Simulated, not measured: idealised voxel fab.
This is a process module. Its name is voxel tone inversion.
It is cross-section cut that appears here, measuring 295 nm in width, its square cells being 5 nm in size.
Cross-section = grid of square cells, listed top down in bands; band = one or more rows. Read a band's entry like this: the first values are the height of its top and the height of its bottom in nm, and what follows is the sequence of materials from left to right, each with its width in nm. Note that "empty" is empty space, and that a single material marked "edge to edge" reaches across the band from edge to edge. Note: height 0 marks the level under which the wafer is uniformly one material as received. Lowest band unbounded below, written "0 and below". A two-number width, for instance "30 to 40", indicates that the width is equal to the first number in the top row of the band and to the second number in the bottom row, and that it changes by a constant amount per row of cells. Take "left unchanged" at face value: in the step it is given for, the cross-section changed in none of its cells. You'll see "Closed internal voids" listing empty spaces that have no way open to the top, as long as they're 8 cells or more; the notation is width x height at distance, where the distance is from the left edge, and all of it is in nm. If you see something after the settings on a step's line, that's the simulator's own remark about that step. Each step line may optionally specify "overlay nm", which for a step with a mask gives the rightward distance between the mask's planned place and where it lay, a negative value indicating the leftward direction.

-- This section lists the process steps that were planned
- 1: RECEIVE: material Si
- 2: CONFORMAL_DEP: material SiN, thk nm 10
- 3: DIRECTIONAL_DEP: material polySi, thk nm 15
- 4: PATTERN: tone cover, mask id POSTS, material resist, width nm 15, pitch nm 40, thk nm 25, overlay nm 0
- 5: DIRECTIONAL_ETCH: etch materials polySi, depth nm 15
- 6: STRIP: etch materials resist
- 7: FILL_DEP: material lowk, thk nm 5
- 8: CMP: height nm 25
- 9: STRIP: etch materials polySi
- 10: CONFORMAL_DEP: material TiN, thk nm 5
- 11: FILL_DEP: material Ru, thk nm 5
- 12: CMP: height nm 25
- 13: CONFORMAL_DEP: material SiN, thk nm 5

-- First wafer out of two, processed as planned

-- Step 1 complete: cross-section of the wafer as received
- 0 and below  Si edge to edge
- Closed internal voids: none

-- The wafer, seen in cross-section, after step 2
- 10 down to 0  SiN edge to edge
- Whatever lies below 0 is exactly as it was before.

-- The wafer, seen in cross-section, after step 3
- 25 down to 10  polySi edge to edge
- Whatever lies below 10 is exactly as it was before.

-- The wafer, seen in cross-section, after step 4
- 50 down to 25  empty 120 nm, then resist 15 nm, then empty 25 nm, then resist 15 nm, then empty 120 nm
- Whatever lies below 25 is exactly as it was before.

-- The wafer, seen in cross-section, after step 5
- 50 down to 25  empty 120 nm, then resist 15 nm, then empty 25 nm, then resist 15 nm, then empty 120 nm
- 25 down to 10  empty 120 nm, then polySi 15 nm, then empty 25 nm, then polySi 15 nm, then empty 120 nm
- Whatever lies below 10 is exactly as it was before.

-- The wafer, seen in cross-section, after step 6
- 25 down to 10  empty 120 nm, then polySi 15 nm, then empty 25 nm, then polySi 15 nm, then empty 120 nm
- Whatever lies below 10 is exactly as it was before.

-- The wafer, seen in cross-section, after step 7
- 30 down to 25  lowk edge to edge
- 25 down to 10  lowk 120 nm, then polySi 15 nm, then lowk 25 nm, then polySi 15 nm, then lowk 120 nm
- Whatever lies below 10 is exactly as it was before.

-- The wafer, seen in cross-section, after step 8
- 25 down to 10  lowk 120 nm, then polySi 15 nm, then lowk 25 nm, then polySi 15 nm, then lowk 120 nm
- Whatever lies below 10 is exactly as it was before.

-- The wafer, seen in cross-section, after step 9
- 25 down to 10  lowk 120 nm, then empty 15 nm, then lowk 25 nm, then empty 15 nm, then lowk 120 nm
- Whatever lies below 10 is exactly as it was before.

-- The wafer, seen in cross-section, after step 10
- 30 down to 25  TiN 125 nm, then empty 5 nm, then TiN 35 nm, then empty 5 nm, then TiN 125 nm
- 25 down to 15  lowk 120 nm, then TiN 5 nm, then empty 5 nm, then TiN 5 nm, then lowk 25 nm, then TiN 5 nm, then empty 5 nm, then TiN 5 nm, then lowk 120 nm
- 15 down to 10  lowk 120 nm, then TiN 15 nm, then lowk 25 nm, then TiN 15 nm, then lowk 120 nm
- Whatever lies below 10 is exactly as it was before.

-- The wafer, seen in cross-section, after step 11
- 35 down to 30  Ru edge to edge
- 30 down to 25  TiN 125 nm, then Ru 5 nm, then TiN 35 nm, then Ru 5 nm, then TiN 125 nm
- 25 down to 15  lowk 120 nm, then TiN 5 nm, then Ru 5 nm, then TiN 5 nm, then lowk 25 nm, then TiN 5 nm, then Ru 5 nm, then TiN 5 nm, then lowk 120 nm
- Whatever lies below 15 is exactly as it was before.

-- The wafer, seen in cross-section, after step 12
- 25 down to 15  lowk 120 nm, then TiN 5 nm, then Ru 5 nm, then TiN 5 nm, then lowk 25 nm, then TiN 5 nm, then Ru 5 nm, then TiN 5 nm, then lowk 120 nm
- Whatever lies below 15 is exactly as it was before.

-- The wafer, seen in cross-section, after step 13
- 30 down to 25  SiN edge to edge
- Whatever lies below 25 is exactly as it was before.

-- Okay, second wafer. Nothing different at the start, nothing different in the plan, just one mistake somewhere in the running. As far as step 10, counting that step, it's the first wafer all over again

-- Here is the second wafer in cross-section at the point where step 11 of the plan should have been done
- 35 down to 30  SiN edge to edge
- 30 down to 25  TiN 125 nm, then SiN 5 nm, then TiN 35 nm, then SiN 5 nm, then TiN 125 nm
- 25 down to 15  lowk 120 nm, then TiN 5 nm, then SiN 5 nm, then TiN 5 nm, then lowk 25 nm, then TiN 5 nm, then SiN 5 nm, then TiN 5 nm, then lowk 120 nm
- Whatever lies below 15 is exactly as it was before.

-- Here is the second wafer in cross-section at the point where step 12 of the plan should have been done
- 25 down to 15  lowk 120 nm, then TiN 5 nm, then SiN 5 nm, then TiN 5 nm, then lowk 25 nm, then TiN 5 nm, then SiN 5 nm, then TiN 5 nm, then lowk 120 nm
- Whatever lies below 15 is exactly as it was before.

-- Here is the second wafer in cross-section at the point where step 13 of the plan should have been done
- 30 down to 25  SiN edge to edge
- Whatever lies below 25 is exactly as it was before.
Diagnosis: step 11 was not run as planned; what actually ran was FILL_DEP: material SiN, thk nm 5
Looking at both finished wafers in cells, the second ends up ahead of or behind the first on some materials: Ru -4 | SiN +4
